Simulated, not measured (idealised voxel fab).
process module | voxel transistor to metal
Displayed cross-section: cut, width of 210 nm, square cells sized 5 nm.
Cross-section format: a grid of square cells, given as bands from top to bottom; each band is one or more rows of cells.
Top height, bottom height, nm. Materials left to right, width each, nm. Single material + "throughout" = fills band edge to edge. "empty" = empty.
Ref level 0: as-received wafer is one material below here. Bottom band extends down with no lower bound ("from 0 down").
Think of "30->40" as a width that walks from the first number to the second as you go down the band, top row to bottom row, taking equal-sized steps from row to row.
The designation "remained unchanged", where it is given for a processing step, indicates that no cell of the cross-section was altered in the course of that step.
Trapped void list: empty space of 8 cells or more with no open way to the top, each as width x height at its distance from the left edge, in nm
Anything after a step's settings on that line? It's the simulator's own note about the step.
The "overlay nm" setting may appear on a step's line; for a step that uses a mask, it gives how far to the right of its planned position the mask lay, and a negative value indicates the left.
### The following list gives the planned process steps
1) RECEIVE (material Si)
2) OXIDIZE (depth nm 5)
3) CONFORMAL_DEP (material SiN; thk nm 10)
4) MASKED_ETCH (tone cover; mask id ACTIVE; width nm 110; etch materials SiN; depth nm 10; overlay nm 0)
5) MASKED_ETCH (tone cover; mask id ACTIVE; width nm 110; etch materials SiO2; depth nm 5; overlay nm 0)
6) MASKED_ETCH (tone cover; mask id ACTIVE; width nm 110; etch materials Si; depth nm 20; overlay nm 0)
7) FILL_DEP (material SiO2; thk nm 10)
8) CMP (height nm 10)
9) SELECTIVE_ETCH (etch materials SiO2; depth nm 10)
10) STRIP (etch materials SiN)
11) SELECTIVE_ETCH (etch materials SiO2; depth nm 5)
12) OXIDIZE (depth nm 5)
13) DIRECTIONAL_DEP (material polySi; thk nm 20)
14) DIRECTIONAL_DEP (material SiCN; thk nm 15)
15) DIRECTIONAL_DEP (material aC; thk nm 10)
16) PATTERN (tone cover; mask id GATE; material resist; width nm 30; thk nm 25; overlay nm 0)
17) DIRECTIONAL_ETCH (etch materials aC; depth nm 10)
18) STRIP (etch materials resist)
19) DIRECTIONAL_ETCH (etch materials SiCN; depth nm 25)
20) DIRECTIONAL_ETCH (etch materials polySi; depth nm 30)
21) STRIP (etch materials aC)
22) CONFORMAL_DEP (material SiN; thk nm 10)
23) DIRECTIONAL_ETCH (etch materials SiN; depth nm 10)
24) DIRECTIONAL_ETCH (etch materials SiO2; depth nm 5)
25) DIRECTIONAL_ETCH (etch materials Si; depth nm 15)
26) EPI (material nSi; thk nm 20)
27) FILL_DEP (material SiO2; thk nm 10)
28) CMP (height nm 15)
29) STRIP (etch materials polySi)
30) SELECTIVE_ETCH (etch materials SiO2; depth nm 5)
31) CONFORMAL_DEP (material HfO2; thk nm 5)
32) CONFORMAL_DEP (material TiN; thk nm 5)
33) FILL_DEP (material W; thk nm 10)
34) CMP (height nm 10)
35) DIRECTIONAL_DEP (material SiO2; thk nm 10)
36) DIRECTIONAL_DEP (material aC; thk nm 15)
37) PATTERN (tone open; mask id CONTACT; material resist; width nm 15; pitch nm 75; thk nm 35; overlay nm 0)
38) DIRECTIONAL_ETCH (etch materials aC; depth nm 15)
39) STRIP (etch materials resist)
40) DIRECTIONAL_ETCH (etch materials SiO2; depth nm 10)
41) STRIP (etch materials aC)
42) CONFORMAL_DEP (material TiN; thk nm 5)
43) FILL_DEP (material Ru; thk nm 10)
44) CMP (height nm 20)
45) CONFORMAL_DEP (material SiCN; thk nm 5)
46) DIRECTIONAL_DEP (material SiO2; thk nm 15)
47) PATTERN (tone open; mask id METAL_1; material resist; width nm 15; pitch nm 75; thk nm 20; overlay nm 0)
48) DIRECTIONAL_ETCH (etch materials SiO2; depth nm 15)
49) DIRECTIONAL_ETCH (etch materials SiCN; depth nm 5)
50) STRIP (etch materials resist)
51) CONFORMAL_DEP (material TiN; thk nm 5)
52) FILL_DEP (material Ru; thk nm 10)
53) CMP (height nm 40)
54) CONFORMAL_DEP (material SiN; thk nm 5)
Across this set of wafers, the varied parameter is the width nm of step 37. Starting conditions are identical for every wafer, and the plan reports the value assigned to the first wafer.
### As-received cross-section, first of several wafers, post step 1
from 0 down = Si throughout
Trapped void list: none
### Per wafer, end of module: cells gained (+) or lost (-) per material since receipt, then closed voids
width nm 15 | +14 HfO2 | +8 Ru | -180 Si | +36 SiCN | +54 SiN | +332 SiO2 | +36 TiN | +4 W | +74 nSi | Trapped void list: none
width nm 20 | +14 HfO2 | +10 Ru | -180 Si | +36 SiCN | +54 SiN | +328 SiO2 | +38 TiN | +4 W | +74 nSi | Trapped void list: none
width nm 25 | +14 HfO2 | +12 Ru | -180 Si | +36 SiCN | +54 SiN | +324 SiO2 | +40 TiN | +4 W | +74 nSi | Trapped void list: none
width nm 30 | +14 HfO2 | +14 Ru | -180 Si | +36 SiCN | +54 SiN | +320 SiO2 | +42 TiN | +4 W | +74 nSi | Trapped void list: none
